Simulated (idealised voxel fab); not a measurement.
Process module name: voxel ribs on slabs
Section shown: cut. Width: 175 nm. Cell size: 5 nm, square.
Cross-section layout: square cells on a grid; listed as bands, top to bottom; a band spans one or more cell rows.
Heads up on the band format: heights come first, top then bottom, in nm. After that it's the materials left to right, each with its width in nm. A single material flagged "all across" fills the whole band edge to edge, and "air" means there's empty space there.
Heights are reckoned from 0. Under this level, the received wafer is all of one material. The bottommost band is open-ended downward, for example "z 0 and below".
It should be noted that a width expressed as "30->40" varies in equal increments from row to row of cells within the band, taking the value of the first number at the top row and that of the second number at the bottom row.
"nothing changed" after a step means that no cell of the cross-section changed.
Tabulated closed voids: empty space of 8 cells or more with no open way to the top, each as width x height at its distance from the left edge, in nm
On a step's line, text after the settings is the simulator commenting on that step.
overlay nm: mask right of planned place by this much (step with mask). Neg. = left.
PROCESS STEPS FORESEEN IN THE PLAN
- 1: op RECEIVE | material Si
- 2: op DIRECTIONAL_DEP | material SiO2 | thk nm 30
- 3: op DIRECTIONAL_DEP | material polySi | thk nm 25
- 4: op MASKED_ETCH | tone cover | mask id RIB | width nm 25 | etch materials polySi | depth nm 15 | overlay nm 0
- 5: op MASKED_ETCH | tone cover | mask id SLAB | width nm 65 | etch materials polySi | depth nm 10 | overlay nm 0
- 6: op FILL_DEP | material SiO2 | thk nm 25
- 7: op CMP | height nm 70
- 8: op DIRECTIONAL_DEP | material W | thk nm 5
- 9: op MASKED_ETCH | tone cover | mask id HEATER | width nm 35 | etch materials W | depth nm 5 | overlay nm 0
- 10: op CONFORMAL_DEP | material SiN | thk nm 5
WAFER AS RECEIVED: CROSS-SECTION FOLLOWING STEP 1
	z 0 and below | Si all across
	Tabulated closed voids: none
A WAFER AT THE END: THIS START, THIS PLAN, ONE MISTAKE
	z 80 to 75 | air 65 | SiN 45 | air 65
	z 75 to 70 | SiN 70 | W 35 | SiN 70
	z 70 to 65 | SiO2 all across
	z 65 to 50 | SiO2 75 | polySi 25 | SiO2 75
	z 50 to 40 | SiO2 55 | polySi 65 | SiO2 55
	z 40 to 30 | polySi all across
	z 30 to 0 | SiO2 all across
	z 0 and below | Si all across
	Tabulated closed voids: none
The plan and the run diverged here: for step 3, the planned setting was not used; the step was instead run as op DIRECTIONAL_DEP | material polySi | thk nm 35
